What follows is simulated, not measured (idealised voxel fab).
Proc. module: voxel wiring stack
We display cut, a cross-section 240 nm in width whose square cells are each 5 nm.
A cross-section is a grid of square cells, given in bands from the top down. A band is one or more rows of cells. Band entry format. Leading values: height of top, height of bottom, nm. Remainder: materials in left-to-right order, each with its width in nm. Special words: "all across" on a single material, which then fills the band edge to edge; "blank", empty space. All heights in this document are referenced to 0, defined as the level beneath which the wafer, as received, consists entirely of one material. The lowest band is not bounded below; it extends indefinitely downward and is written in the form "z 0 and below". Width: "30->40" (first number = top row, second number = bottom row, same change from row to row of cells). "nothing altered" for a step: no cell of the cross-section changed in that step. Basically, "Closed void inventory" tells you about the enclosed voids: empty spaces with no open way to the top, 8 cells or bigger, each written width x height at distance, where distance is from the left edge, all in nm. The remark found on a step's line after its settings is issued by the simulator itself and pertains to that step. "overlay nm", when on a step's line for a step with a mask, measures how far to the right of its planned place the mask lay; a negative measure means to the left.
This section lists the process steps that were planned
1: RECEIVE (material Si)
2: CONFORMAL_DEP (material SiO2; thk nm 10)
3: DIRECTIONAL_DEP (material TiN; thk nm 5)
4: DIRECTIONAL_DEP (material Ru; thk nm 15)
5: PATTERN (tone cover; mask id METAL_1; material resist; width nm 20; pitch nm 45; thk nm 20; overlay nm 0)
6: DIRECTIONAL_ETCH (etch materials Ru; depth nm 15)
7: DIRECTIONAL_ETCH (etch materials TiN; depth nm 5)
8: STRIP (etch materials resist)
9: FILL_DEP (material SiO2; thk nm 10)
10: CMP (height nm 30)
11: CONFORMAL_DEP (material SiCN; thk nm 5)
12: DIRECTIONAL_DEP (material SiO2; thk nm 25)
13: PATTERN (tone open; mask id METAL_2_HOLES; material resist; width nm 15; pitch nm 45; thk nm 20; overlay nm 0)
14: DIRECTIONAL_ETCH (etch materials SiO2; depth nm 25)
15: STRIP (etch materials resist)
16: DIRECTIONAL_DEP (material aC; thk nm 15)
17: PATTERN (tone open; mask id METAL_2; material resist; width nm 20; pitch nm 45; thk nm 35; overlay nm 0)
18: DIRECTIONAL_ETCH (etch materials aC; depth nm 15)
19: STRIP (etch materials resist)
20: DIRECTIONAL_ETCH (etch materials SiO2; depth nm 15)
21: DIRECTIONAL_ETCH (etch materials SiCN; depth nm 5)
22: STRIP (etch materials aC)
23: CONFORMAL_DEP (material TiN; thk nm 5)
24: FILL_DEP (material Cu; thk nm 10)
25: CMP (height nm 60)
26: CONFORMAL_DEP (material SiCN; thk nm 5)
27: DIRECTIONAL_DEP (material SiO2; thk nm 15)
28: DIRECTIONAL_DEP (material aC; thk nm 10)
29: PATTERN (tone open; mask id PLUG_2; material resist; width nm 15; pitch nm 90; thk nm 25; overlay nm 0)
30: DIRECTIONAL_ETCH (etch materials aC; depth nm 10)
31: STRIP (etch materials resist)
32: DIRECTIONAL_ETCH (etch materials SiO2; depth nm 15)
33: DIRECTIONAL_ETCH (etch materials SiCN; depth nm 5)
34: STRIP (etch materials aC)
35: CONFORMAL_DEP (material TiN; thk nm 5)
36: FILL_DEP (material Ru; thk nm 10)
37: CMP (height nm 80)
38: CONFORMAL_DEP (material SiN; thk nm 5)
39: DIRECTIONAL_DEP (material SiO2; thk nm 15)
40: PATTERN (tone open; mask id METAL_3; material resist; width nm 20; pitch nm 45; thk nm 20; overlay nm 0)
41: DIRECTIONAL_ETCH (etch materials SiO2; depth nm 15)
42: DIRECTIONAL_ETCH (etch materials SiN; depth nm 5)
43: STRIP (etch materials resist)
44: CONFORMAL_DEP (material TiN; thk nm 5)
45: FILL_DEP (material Ru; thk nm 10)
46: CMP (height nm 100)
47: EPI (material Ru; thk nm 5)
48: FILL_DEP (material SiCN; thk nm 5)
Concerning the first of two wafers, which was run in accordance with the plan
Received-state cross-section, reflecting completion of step 1
	z 0 and below = Si all across
	Closed void inventory: none
You're looking at a cross-section of the wafer after step 2
	z 10 to 0 = SiO2 all across
	below 0: unchanged
You're looking at a cross-section of the wafer after step 3
	z 15 to 10 = TiN all across
	below 10: unchanged
You're looking at a cross-section of the wafer after step 4
	z 30 to 15 = Ru all across
	below 15: unchanged
You're looking at a cross-section of the wafer after step 5
	z 50 to 30 = blank 40, resist 20, blank 25, resist 20, blank 25, resist 20, blank 25, resist 20, blank 45
	below 30: unchanged
You're looking at a cross-section of the wafer after step 6
	z 50 to 30 = blank 40, resist 20, blank 25, resist 20, blank 25, resist 20, blank 25, resist 20, blank 45
	z 30 to 15 = blank 40, Ru 20, blank 25, Ru 20, blank 25, Ru 20, blank 25, Ru 20, blank 45
	below 15: unchanged
You're looking at a cross-section of the wafer after step 7
	z 50 to 30 = blank 40, resist 20, blank 25, resist 20, blank 25, resist 20, blank 25, resist 20, blank 45
	z 30 to 15 = blank 40, Ru 20, blank 25, Ru 20, blank 25, Ru 20, blank 25, Ru 20, blank 45
	z 15 to 10 = blank 40, TiN 20, blank 25, TiN 20, blank 25, TiN 20, blank 25, TiN 20, blank 45
	below 10: unchanged
You're looking at a cross-section of the wafer after step 8
	z 30 to 15 = blank 40, Ru 20, blank 25, Ru 20, blank 25, Ru 20, blank 25, Ru 20, blank 45
	below 15: unchanged
You're looking at a cross-section of the wafer after step 9
	z 40 to 30 = SiO2 all across
	z 30 to 15 = SiO2 40, Ru 20, SiO2 25, Ru 20, SiO2 25, Ru 20, SiO2 25, Ru 20, SiO2 45
	z 15 to 10 = SiO2 40, TiN 20, SiO2 25, TiN 20, SiO2 25, TiN 20, SiO2 25, TiN 20, SiO2 45
	below 10: unchanged
You're looking at a cross-section of the wafer after step 10
	z 30 to 15 = SiO2 40, Ru 20, SiO2 25, Ru 20, SiO2 25, Ru 20, SiO2 25, Ru 20, SiO2 45
	below 15: unchanged
You're looking at a cross-section of the wafer after step 11
	z 35 to 30 = SiCN all across
	below 30: unchanged
You're looking at a cross-section of the wafer after step 12
	z 60 to 35 = SiO2 all across
	below 35: unchanged
You're looking at a cross-section of the wafer after step 13
	z 80 to 60 = resist 40, blank 15, resist 30, blank 15, resist 30, blank 15, resist 30, blank 15, resist 50
	below 60: unchanged
You're looking at a cross-section of the wafer after step 14
	z 80 to 60 = resist 40, blank 15, resist 30, blank 15, resist 30, blank 15, resist 30, blank 15, resist 50
	z 60 to 35 = SiO2 40, blank 15, SiO2 30, blank 15, SiO2 30, blank 15, SiO2 30, blank 15, SiO2 50
	below 35: unchanged
You're looking at a cross-section of the wafer after step 15
	z 60 to 35 = SiO2 40, blank 15, SiO2 30, blank 15, SiO2 30, blank 15, SiO2 30, blank 15, SiO2 50
	below 35: unchanged
You're looking at a cross-section of the wafer after step 16
	z 75 to 60 = aC 40, blank 15, aC 30, blank 15, aC 30, blank 15, aC 30, blank 15, aC 50
	z 60 to 50 = SiO2 40, blank 15, SiO2 30, blank 15, SiO2 30, blank 15, SiO2 30, blank 15, SiO2 50
	z 50 to 35 = SiO2 40, aC 15, SiO2 30, aC 15, SiO2 30, aC 15, SiO2 30, aC 15, SiO2 50
	below 35: unchanged
You're looking at a cross-section of the wafer after step 17
	z 110 to 75 = resist 40, blank 20, resist 25, blank 20, resist 25, blank 20, resist 25, blank 20, resist 45
	below 75: unchanged
You're looking at a cross-section of the wafer after step 18
	z 95 to 75 = resist 40, blank 20, resist 25, blank 20, resist 25, blank 20, resist 25, blank 20, resist 45
	z 75 to 60 = aC 40, blank 20, aC 25, blank 20, aC 25, blank 20, aC 25, blank 20, aC 45
	z 60 to 35 = SiO2 40, blank 15, SiO2 30, blank 15, SiO2 30, blank 15, SiO2 30, blank 15, SiO2 50
	below 35: unchanged
You're looking at a cross-section of the wafer after step 19
	z 75 to 60 = aC 40, blank 20, aC 25, blank 20, aC 25, blank 20, aC 25, blank 20, aC 45
	below 60: unchanged
You're looking at a cross-section of the wafer after step 20
	z 75 to 60 = aC 40, blank 20, aC 25, blank 20, aC 25, blank 20, aC 25, blank 20, aC 45
	z 60 to 45 = SiO2 40, blank 20, SiO2 25, blank 20, SiO2 25, blank 20, SiO2 25, blank 20, SiO2 45
	below 45: unchanged
You're looking at a cross-section of the wafer after step 21
	z 75 to 60 = aC 40, blank 20, aC 25, blank 20, aC 25, blank 20, aC 25, blank 20, aC 45
	z 60 to 45 = SiO2 40, blank 20, SiO2 25, blank 20, SiO2 25, blank 20, SiO2 25, blank 20, SiO2 45
	z 45 to 35 = SiO2 40, blank 15, SiO2 30, blank 15, SiO2 30, blank 15, SiO2 30, blank 15, SiO2 50
	z 35 to 30 = SiCN 40, blank 15, SiCN 30, blank 15, SiCN 30, blank 15, SiCN 30, blank 15, SiCN 50
	below 30: unchanged
You're looking at a cross-section of the wafer after step 22
	z 60 to 45 = SiO2 40, blank 20, SiO2 25, blank 20, SiO2 25, blank 20, SiO2 25, blank 20, SiO2 45
	below 45: unchanged
You're looking at a cross-section of the wafer after step 23
	z 65 to 60 = TiN 45, blank 10, TiN 35, blank 10, TiN 35, blank 10, TiN 35, blank 10, TiN 50
	z 60 to 50 = SiO2 40, TiN 5, blank 10, TiN 5, SiO2 25, TiN 5, blank 10, TiN 5, SiO2 25, TiN 5, blank 10, TiN 5, SiO2 25, TiN 5, blank 10, TiN 5, SiO2 45
	z 50 to 45 = SiO2 40, TiN 5, blank 5, TiN 10, SiO2 25, TiN 5, blank 5, TiN 10, SiO2 25, TiN 5, blank 5, TiN 10, SiO2 25, TiN 5, blank 5, TiN 10, SiO2 45
	z 45 to 35 = SiO2 40, TiN 5, blank 5, TiN 5, SiO2 30, TiN 5, blank 5, TiN 5, SiO2 30, TiN 5, blank 5, TiN 5, SiO2 30, TiN 5, blank 5, TiN 5, SiO2 50
	z 35 to 30 = SiCN 40, TiN 15, SiCN 30, TiN 15, SiCN 30, TiN 15, SiCN 30, TiN 15, SiCN 50
	below 30: unchanged
You're looking at a cross-section of the wafer after step 24
	z 75 to 65 = Cu all across
	z 65 to 60 = TiN 45, Cu 10, TiN 35, Cu 10, TiN 35, Cu 10, TiN 35, Cu 10, TiN 50
	z 60 to 50 = SiO2 40, TiN 5, Cu 10, TiN 5, SiO2 25, TiN 5, Cu 10, TiN 5, SiO2 25, TiN 5, Cu 10, TiN 5, SiO2 25, TiN 5, Cu 10, TiN 5, SiO2 45
	z 50 to 45 = SiO2 40, TiN 5, Cu 5, TiN 10, SiO2 25, TiN 5, Cu 5, TiN 10, SiO2 25, TiN 5, Cu 5, TiN 10, SiO2 25, TiN 5, Cu 5, TiN 10, SiO2 45
	z 45 to 35 = SiO2 40, TiN 5, Cu 5, TiN 5, SiO2 30, TiN 5, Cu 5, TiN 5, SiO2 30, TiN 5, Cu 5, TiN 5, SiO2 30, TiN 5, Cu 5, TiN 5, SiO2 50
	below 35: unchanged
You're looking at a cross-section of the wafer after step 25
	z 60 to 50 = SiO2 40, TiN 5, Cu 10, TiN 5, SiO2 25, TiN 5, Cu 10, TiN 5, SiO2 25, TiN 5, Cu 10, TiN 5, SiO2 25, TiN 5, Cu 10, TiN 5, SiO2 45
	below 50: unchanged
You're looking at a cross-section of the wafer after step 26
	z 65 to 60 = SiCN all across
	below 60: unchanged
You're looking at a cross-section of the wafer after step 27
	z 80 to 65 = SiO2 all across
	below 65: unchanged
You're looking at a cross-section of the wafer after step 28
	z 90 to 80 = aC all across
	below 80: unchanged
You're looking at a cross-section of the wafer after step 29
	z 115 to 90 = resist 40, blank 15, resist 75, blank 15, resist 95
	below 90: unchanged
You're looking at a cross-section of the wafer after step 30
	z 105 to 90 = resist 40, blank 15, resist 75, blank 15, resist 95
	z 90 to 80 = aC 40, blank 15, aC 75, blank 15, aC 95
	below 80: unchanged
You're looking at a cross-section of the wafer after step 31
	z 90 to 80 = aC 40, blank 15, aC 75, blank 15, aC 95
	below 80: unchanged
You're looking at a cross-section of the wafer after step 32
	z 90 to 80 = aC 40, blank 15, aC 75, blank 15, aC 95
	z 80 to 65 = SiO2 40, blank 15, SiO2 75, blank 15, SiO2 95
	below 65: unchanged
You're looking at a cross-section of the wafer after step 33
	z 90 to 80 = aC 40, blank 15, aC 75, blank 15, aC 95
	z 80 to 65 = SiO2 40, blank 15, SiO2 75, blank 15, SiO2 95
	z 65 to 60 = SiCN 40, blank 15, SiCN 75, blank 15, SiCN 95
	below 60: unchanged
You're looking at a cross-section of the wafer after step 34
	z 80 to 65 = SiO2 40, blank 15, SiO2 75, blank 15, SiO2 95
	below 65: unchanged
You're looking at a cross-section of the wafer after step 35
	z 85 to 80 = TiN 45, blank 5, TiN 85, blank 5, TiN 100
	z 80 to 65 = SiO2 40, TiN 5, blank 5, TiN 5, SiO2 75, TiN 5, blank 5, TiN 5, SiO2 95
	z 65 to 60 = SiCN 40, TiN 15, SiCN 75, TiN 15, SiCN 95
	below 60: unchanged
You're looking at a cross-section of the wafer after step 36
	z 95 to 85 = Ru all across
	z 85 to 80 = TiN 45, Ru 5, TiN 85, Ru 5, TiN 100
	z 80 to 65 = SiO2 40, TiN 5, Ru 5, TiN 5, SiO2 75, TiN 5, Ru 5, TiN 5, SiO2 95
	below 65: unchanged
You're looking at a cross-section of the wafer after step 37
	z 80 to 65 = SiO2 40, TiN 5, Ru 5, TiN 5, SiO2 75, TiN 5, Ru 5, TiN 5, SiO2 95
	below 65: unchanged
You're looking at a cross-section of the wafer after step 38
	z 85 to 80 = SiN all across
	below 80: unchanged
You're looking at a cross-section of the wafer after step 39
	z 100 to 85 = SiO2 all across
	below 85: unchanged
You're looking at a cross-section of the wafer after step 40
	z 120 to 100 = resist 40, blank 20, resist 25, blank 20, resist 25, blank 20, resist 25, blank 20, resist 45
	below 100: unchanged
You're looking at a cross-section of the wafer after step 41
	z 120 to 100 = resist 40, blank 20, resist 25, blank 20, resist 25, blank 20, resist 25, blank 20, resist 45
	z 100 to 85 = SiO2 40, blank 20, SiO2 25, blank 20, SiO2 25, blank 20, SiO2 25, blank 20, SiO2 45
	below 85: unchanged
You're looking at a cross-section of the wafer after step 42
	z 120 to 100 = resist 40, blank 20, resist 25, blank 20, resist 25, blank 20, resist 25, blank 20, resist 45
	z 100 to 85 = SiO2 40, blank 20, SiO2 25, blank 20, SiO2 25, blank 20, SiO2 25, blank 20, SiO2 45
	z 85 to 80 = SiN 40, blank 20, SiN 25, blank 20, SiN 25, blank 20, SiN 25, blank 20, SiN 45
	below 80: unchanged
You're looking at a cross-section of the wafer after step 43
	z 100 to 85 = SiO2 40, blank 20, SiO2 25, blank 20, SiO2 25, blank 20, SiO2 25, blank 20, SiO2 45
	below 85: unchanged
You're looking at a cross-section of the wafer after step 44
	z 105 to 100 = TiN 45, blank 10, TiN 35, blank 10, TiN 35, blank 10, TiN 35, blank 10, TiN 50
	z 100 to 85 = SiO2 40, TiN 5, blank 10, TiN 5, SiO2 25, TiN 5, blank 10, TiN 5, SiO2 25, TiN 5, blank 10, TiN 5, SiO2 25, TiN 5, blank 10, TiN 5, SiO2 45
	z 85 to 80 = SiN 40, TiN 20, SiN 25, TiN 20, SiN 25, TiN 20, SiN 25, TiN 20, SiN 45
	below 80: unchanged
You're looking at a cross-section of the wafer after step 45
	z 115 to 105 = Ru all across
	z 105 to 100 = TiN 45, Ru 10, TiN 35, Ru 10, TiN 35, Ru 10, TiN 35, Ru 10, TiN 50
	z 100 to 85 = SiO2 40, TiN 5, Ru 10, TiN 5, SiO2 25, TiN 5, Ru 10, TiN 5, SiO2 25, TiN 5, Ru 10, TiN 5, SiO2 25, TiN 5, Ru 10, TiN 5, SiO2 45
	below 85: unchanged
You're looking at a cross-section of the wafer after step 46
	z 100 to 85 = SiO2 40, TiN 5, Ru 10, TiN 5, SiO2 25, TiN 5, Ru 10, TiN 5, SiO2 25, TiN 5, Ru 10, TiN 5, SiO2 25, TiN 5, Ru 10, TiN 5, SiO2 45
	below 85: unchanged
You're looking at a cross-section of the wafer after step 47
	z 105 to 100 = blank 35, Ru 30, blank 15, Ru 30, blank 15, Ru 30, blank 15, Ru 30, blank 40
	below 100: unchanged
You're looking at a cross-section of the wafer after step 48
	z 110 to 105 = SiCN all across
	z 105 to 100 = SiCN 35, Ru 30, SiCN 15, Ru 30, SiCN 15, Ru 30, SiCN 15, Ru 30, SiCN 40
	below 100: unchanged
Companion wafer, the second of two: same beginning, same intended sequence, one mistake in carrying it out; through step 2 inclusive it tracks the first exactly
Planned end of step 3: second wafer, cross-section: nothing altered
Planned end of step 4: second wafer, cross-section
	z 25 to 10 = Ru all across
	below 10: unchanged
Planned end of step 5: second wafer, cross-section
	z 45 to 25 = blank 40, resist 20, blank 25, resist 20, blank 25, resist 20, blank 25, resist 20, blank 45
	below 25: unchanged
Planned end of step 6: second wafer, cross-section
	z 45 to 25 = blank 40, resist 20, blank 25, resist 20, blank 25, resist 20, blank 25, resist 20, blank 45
	z 25 to 10 = blank 40, Ru 20, blank 25, Ru 20, blank 25, Ru 20, blank 25, Ru 20, blank 45
	below 10: unchanged
Planned end of step 7: second wafer, cross-section: nothing altered
Planned end of step 8: second wafer, cross-section
	z 25 to 10 = blank 40, Ru 20, blank 25, Ru 20, blank 25, Ru 20, blank 25, Ru 20, blank 45
	below 10: unchanged
Planned end of step 9: second wafer, cross-section
	z 35 to 25 = SiO2 all across
	z 25 to 10 = SiO2 40, Ru 20, SiO2 25, Ru 20, SiO2 25, Ru 20, SiO2 25, Ru 20, SiO2 45
	below 10: unchanged
Planned end of step 10: second wafer, cross-section
	z 30 to 25 = SiO2 all across
	below 25: unchanged
Planned end of step 11: second wafer, cross-section
	z 35 to 30 = SiCN all across
	below 30: unchanged
Planned end of step 12: second wafer, cross-section
	z 60 to 35 = SiO2 all across
	below 35: unchanged
Planned end of step 13: second wafer, cross-section
	z 80 to 60 = resist 40, blank 15, resist 30, blank 15, resist 30, blank 15, resist 30, blank 15, resist 50
	below 60: unchanged
Planned end of step 14: second wafer, cross-section
	z 80 to 60 = resist 40, blank 15, resist 30, blank 15, resist 30, blank 15, resist 30, blank 15, resist 50
	z 60 to 35 = SiO2 40, blank 15, SiO2 30, blank 15, SiO2 30, blank 15, SiO2 30, blank 15, SiO2 50
	below 35: unchanged
Planned end of step 15: second wafer, cross-section
	z 60 to 35 = SiO2 40, blank 15, SiO2 30, blank 15, SiO2 30, blank 15, SiO2 30, blank 15, SiO2 50
	below 35: unchanged
Planned end of step 16: second wafer, cross-section
	z 75 to 60 = aC 40, blank 15, aC 30, blank 15, aC 30, blank 15, aC 30, blank 15, aC 50
	z 60 to 50 = SiO2 40, blank 15, SiO2 30, blank 15, SiO2 30, blank 15, SiO2 30, blank 15, SiO2 50
	z 50 to 35 = SiO2 40, aC 15, SiO2 30, aC 15, SiO2 30, aC 15, SiO2 30, aC 15, SiO2 50
	below 35: unchanged
Planned end of step 17: second wafer, cross-section
	z 110 to 75 = resist 40, blank 20, resist 25, blank 20, resist 25, blank 20, resist 25, blank 20, resist 45
	below 75: unchanged
Planned end of step 18: second wafer, cross-section
	z 95 to 75 = resist 40, blank 20, resist 25, blank 20, resist 25, blank 20, resist 25, blank 20, resist 45
	z 75 to 60 = aC 40, blank 20, aC 25, blank 20, aC 25, blank 20, aC 25, blank 20, aC 45
	z 60 to 35 = SiO2 40, blank 15, SiO2 30, blank 15, SiO2 30, blank 15, SiO2 30, blank 15, SiO2 50
	below 35: unchanged
Planned end of step 19: second wafer, cross-section
	z 75 to 60 = aC 40, blank 20, aC 25, blank 20, aC 25, blank 20, aC 25, blank 20, aC 45
	below 60: unchanged
Planned end of step 20: second wafer, cross-section
	z 75 to 60 = aC 40, blank 20, aC 25, blank 20, aC 25, blank 20, aC 25, blank 20, aC 45
	z 60 to 45 = SiO2 40, blank 20, SiO2 25, blank 20, SiO2 25, blank 20, SiO2 25, blank 20, SiO2 45
	below 45: unchanged
Planned end of step 21: second wafer, cross-section
	z 75 to 60 = aC 40, blank 20, aC 25, blank 20, aC 25, blank 20, aC 25, blank 20, aC 45
	z 60 to 45 = SiO2 40, blank 20, SiO2 25, blank 20, SiO2 25, blank 20, SiO2 25, blank 20, SiO2 45
	z 45 to 35 = SiO2 40, blank 15, SiO2 30, blank 15, SiO2 30, blank 15, SiO2 30, blank 15, SiO2 50
	z 35 to 30 = SiCN 40, blank 15, SiCN 30, blank 15, SiCN 30, blank 15, SiCN 30, blank 15, SiCN 50
	below 30: unchanged
Planned end of step 22: second wafer, cross-section
	z 60 to 45 = SiO2 40, blank 20, SiO2 25, blank 20, SiO2 25, blank 20, SiO2 25, blank 20, SiO2 45
	below 45: unchanged
Planned end of step 23: second wafer, cross-section
	z 65 to 60 = TiN 45, blank 10, TiN 35, blank 10, TiN 35, blank 10, TiN 35, blank 10, TiN 50
	z 60 to 50 = SiO2 40, TiN 5, blank 10, TiN 5, SiO2 25, TiN 5, blank 10, TiN 5, SiO2 25, TiN 5, blank 10, TiN 5, SiO2 25, TiN 5, blank 10, TiN 5, SiO2 45
	z 50 to 45 = SiO2 40, TiN 5, blank 5, TiN 10, SiO2 25, TiN 5, blank 5, TiN 10, SiO2 25, TiN 5, blank 5, TiN 10, SiO2 25, TiN 5, blank 5, TiN 10, SiO2 45
	z 45 to 35 = SiO2 40, TiN 5, blank 5, TiN 5, SiO2 30, TiN 5, blank 5, TiN 5, SiO2 30, TiN 5, blank 5, TiN 5, SiO2 30, TiN 5, blank 5, TiN 5, SiO2 50
	z 35 to 30 = SiCN 40, TiN 15, SiCN 30, TiN 15, SiCN 30, TiN 15, SiCN 30, TiN 15, SiCN 50
	below 30: unchanged
Planned end of step 24: second wafer, cross-section
	z 75 to 65 = Cu all across
	z 65 to 60 = TiN 45, Cu 10, TiN 35, Cu 10, TiN 35, Cu 10, TiN 35, Cu 10, TiN 50
	z 60 to 50 = SiO2 40, TiN 5, Cu 10, TiN 5, SiO2 25, TiN 5, Cu 10, TiN 5, SiO2 25, TiN 5, Cu 10, TiN 5, SiO2 25, TiN 5, Cu 10, TiN 5, SiO2 45
	z 50 to 45 = SiO2 40, TiN 5, Cu 5, TiN 10, SiO2 25, TiN 5, Cu 5, TiN 10, SiO2 25, TiN 5, Cu 5, TiN 10, SiO2 25, TiN 5, Cu 5, TiN 10, SiO2 45
	z 45 to 35 = SiO2 40, TiN 5, Cu 5, TiN 5, SiO2 30, TiN 5, Cu 5, TiN 5, SiO2 30, TiN 5, Cu 5, TiN 5, SiO2 30, TiN 5, Cu 5, TiN 5, SiO2 50
	below 35: unchanged
Planned end of step 25: second wafer, cross-section
	z 60 to 50 = SiO2 40, TiN 5, Cu 10, TiN 5, SiO2 25, TiN 5, Cu 10, TiN 5, SiO2 25, TiN 5, Cu 10, TiN 5, SiO2 25, TiN 5, Cu 10, TiN 5, SiO2 45
	below 50: unchanged
Planned end of step 26: second wafer, cross-section
	z 65 to 60 = SiCN all across
	below 60: unchanged
Planned end of step 27: second wafer, cross-section
	z 80 to 65 = SiO2 all across
	below 65: unchanged
Planned end of step 28: second wafer, cross-section
	z 90 to 80 = aC all across
	below 80: unchanged
Planned end of step 29: second wafer, cross-section
	z 115 to 90 = resist 40, blank 15, resist 75, blank 15, resist 95
	below 90: unchanged
Planned end of step 30: second wafer, cross-section
	z 105 to 90 = resist 40, blank 15, resist 75, blank 15, resist 95
	z 90 to 80 = aC 40, blank 15, aC 75, blank 15, aC 95
	below 80: unchanged
Planned end of step 31: second wafer, cross-section
	z 90 to 80 = aC 40, blank 15, aC 75, blank 15, aC 95
	below 80: unchanged
Planned end of step 32: second wafer, cross-section
	z 90 to 80 = aC 40, blank 15, aC 75, blank 15, aC 95
	z 80 to 65 = SiO2 40, blank 15, SiO2 75, blank 15, SiO2 95
	below 65: unchanged
Planned end of step 33: second wafer, cross-section
	z 90 to 80 = aC 40, blank 15, aC 75, blank 15, aC 95
	z 80 to 65 = SiO2 40, blank 15, SiO2 75, blank 15, SiO2 95
	z 65 to 60 = SiCN 40, blank 15, SiCN 75, blank 15, SiCN 95
	below 60: unchanged
Planned end of step 34: second wafer, cross-section
	z 80 to 65 = SiO2 40, blank 15, SiO2 75, blank 15, SiO2 95
	below 65: unchanged
Planned end of step 35: second wafer, cross-section
	z 85 to 80 = TiN 45, blank 5, TiN 85, blank 5, TiN 100
	z 80 to 65 = SiO2 40, TiN 5, blank 5, TiN 5, SiO2 75, TiN 5, blank 5, TiN 5, SiO2 95
	z 65 to 60 = SiCN 40, TiN 15, SiCN 75, TiN 15, SiCN 95
	below 60: unchanged
Planned end of step 36: second wafer, cross-section
	z 95 to 85 = Ru all across
	z 85 to 80 = TiN 45, Ru 5, TiN 85, Ru 5, TiN 100
	z 80 to 65 = SiO2 40, TiN 5, Ru 5, TiN 5, SiO2 75, TiN 5, Ru 5, TiN 5, SiO2 95
	below 65: unchanged
Planned end of step 37: second wafer, cross-section
	z 80 to 65 = SiO2 40, TiN 5, Ru 5, TiN 5, SiO2 75, TiN 5, Ru 5, TiN 5, SiO2 95
	below 65: unchanged
Planned end of step 38: second wafer, cross-section
	z 85 to 80 = SiN all across
	below 80: unchanged
Planned end of step 39: second wafer, cross-section
	z 100 to 85 = SiO2 all across
	below 85: unchanged
Planned end of step 40: second wafer, cross-section
	z 120 to 100 = resist 40, blank 20, resist 25, blank 20, resist 25, blank 20, resist 25, blank 20, resist 45
	below 100: unchanged
Planned end of step 41: second wafer, cross-section
	z 120 to 100 = resist 40, blank 20, resist 25, blank 20, resist 25, blank 20, resist 25, blank 20, resist 45
	z 100 to 85 = SiO2 40, blank 20, SiO2 25, blank 20, SiO2 25, blank 20, SiO2 25, blank 20, SiO2 45
	below 85: unchanged
Planned end of step 42: second wafer, cross-section
	z 120 to 100 = resist 40, blank 20, resist 25, blank 20, resist 25, blank 20, resist 25, blank 20, resist 45
	z 100 to 85 = SiO2 40, blank 20, SiO2 25, blank 20, SiO2 25, blank 20, SiO2 25, blank 20, SiO2 45
	z 85 to 80 = SiN 40, blank 20, SiN 25, blank 20, SiN 25, blank 20, SiN 25, blank 20, SiN 45
	below 80: unchanged
Planned end of step 43: second wafer, cross-section
	z 100 to 85 = SiO2 40, blank 20, SiO2 25, blank 20, SiO2 25, blank 20, SiO2 25, blank 20, SiO2 45
	below 85: unchanged
Planned end of step 44: second wafer, cross-section
	z 105 to 100 = TiN 45, blank 10, TiN 35, blank 10, TiN 35, blank 10, TiN 35, blank 10, TiN 50
	z 100 to 85 = SiO2 40, TiN 5, blank 10, TiN 5, SiO2 25, TiN 5, blank 10, TiN 5, SiO2 25, TiN 5, blank 10, TiN 5, SiO2 25, TiN 5, blank 10, TiN 5, SiO2 45
	z 85 to 80 = SiN 40, TiN 20, SiN 25, TiN 20, SiN 25, TiN 20, SiN 25, TiN 20, SiN 45
	below 80: unchanged
Planned end of step 45: second wafer, cross-section
	z 115 to 105 = Ru all across
	z 105 to 100 = TiN 45, Ru 10, TiN 35, Ru 10, TiN 35, Ru 10, TiN 35, Ru 10, TiN 50
	z 100 to 85 = SiO2 40, TiN 5, Ru 10, TiN 5, SiO2 25, TiN 5, Ru 10, TiN 5, SiO2 25, TiN 5, Ru 10, TiN 5, SiO2 25, TiN 5, Ru 10, TiN 5, SiO2 45
	below 85: unchanged
Planned end of step 46: second wafer, cross-section
	z 100 to 85 = SiO2 40, TiN 5, Ru 10, TiN 5, SiO2 25, TiN 5, Ru 10, TiN 5, SiO2 25, TiN 5, Ru 10, TiN 5, SiO2 25, TiN 5, Ru 10, TiN 5, SiO2 45
	below 85: unchanged
Planned end of step 47: second wafer, cross-section
	z 105 to 100 = blank 35, Ru 30, blank 15, Ru 30, blank 15, Ru 30, blank 15, Ru 30, blank 40
	below 100: unchanged
Planned end of step 48: second wafer, cross-section
	z 110 to 105 = SiCN all across
	z 105 to 100 = SiCN 35, Ru 30, SiCN 15, Ru 30, SiCN 15, Ru 30, SiCN 15, Ru 30, SiCN 40
	below 100: unchanged
The mistake made against the process plan was this: plan step 3 never ran because it was skipped
Wrapping up, a cell-based count of both wafers puts the second over or under the first for these materials: +16 SiO2 | -16 TiN
